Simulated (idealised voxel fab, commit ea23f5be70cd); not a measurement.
The process module presented herein is designated voxel plated lines.
215 nm wide, 5 nm square cells: that's cross-section cut.
For the purposes of this document, a cross-section shall be understood as a grid of square cells, specified as bands listed in top-to-bottom order, each band consisting of one or more rows of cells. What a band's entry tells you: where the top is and where the bottom is, as heights in nm, and after that what lies inside, material by material from left to right, each with its width in nm. Empty space is written as the word "empty", and a single material marked with the word "throughout" occupies the band from edge to edge. Heads up on the height convention: 0 is the point under which the incoming wafer is all one material, and the lowest band has no bottom, it just keeps going down, like "0..down". The expression "30->40" gives the width at the extremes of the band, the first number at its top row of cells and the second at its bottom row, with the width changing by equal amounts from each row to the next in between. Reading "everything unchanged" for a step: not a cell of the cross-section changed in it. So "Cavities, closed" is basically the list of trapped voids: any empty space of 8 cells or more that can't reach the top through an opening. They're written width x height at distance, the distance being from the left edge, and it's all nm. If you see something after the settings on a step's line, that's the simulator's own remark about that step. A step's line can hold "overlay nm"; with a mask on that step, the setting says how far right of the planned place the mask lay, while a negative setting says it lay to the left.

Planned process steps
1. RECEIVE,material Si
2. CONFORMAL_DEP,material Al2O3,thk nm 5
3. DIRECTIONAL_DEP,material TiN,thk nm 5
4. PATTERN,tone open,mask id LINES,material resist,width nm 25,pitch nm 50,thk nm 30,overlay nm 0
5. EPI,material Ru,thk nm 5
6. EPI,material Ru,thk nm 5
7. STRIP,etch materials resist
8. DIRECTIONAL_ETCH,etch materials TiN,depth nm 5
9. CONFORMAL_DEP,material SiO2,thk nm 10
Don't read the plan's thk nm for step 2 as applying to every wafer: that's the first wafer's value, and the wafers differ in it, though they all start identical.

First of several wafers, received after step 1, in cross-section
> 0..down = Si throughout
> Cavities, closed: none

Where each wafer stands at the end of the module, a row apiece: cells of each material gained (+) or lost (-) since it was received, then closed voids
thk nm 5, +43 Al2O3, +20 Ru, +110 SiO2, +10 TiN, Cavities, closed: none
thk nm 10, +86 Al2O3, +20 Ru, +110 SiO2, +10 TiN, Cavities, closed: none
thk nm 15, +129 Al2O3, +20 Ru, +110 SiO2, +10 TiN, Cavities, closed: none
thk nm 20, +172 Al2O3, +20 Ru, +110 SiO2, +10 TiN, Cavities, closed: none
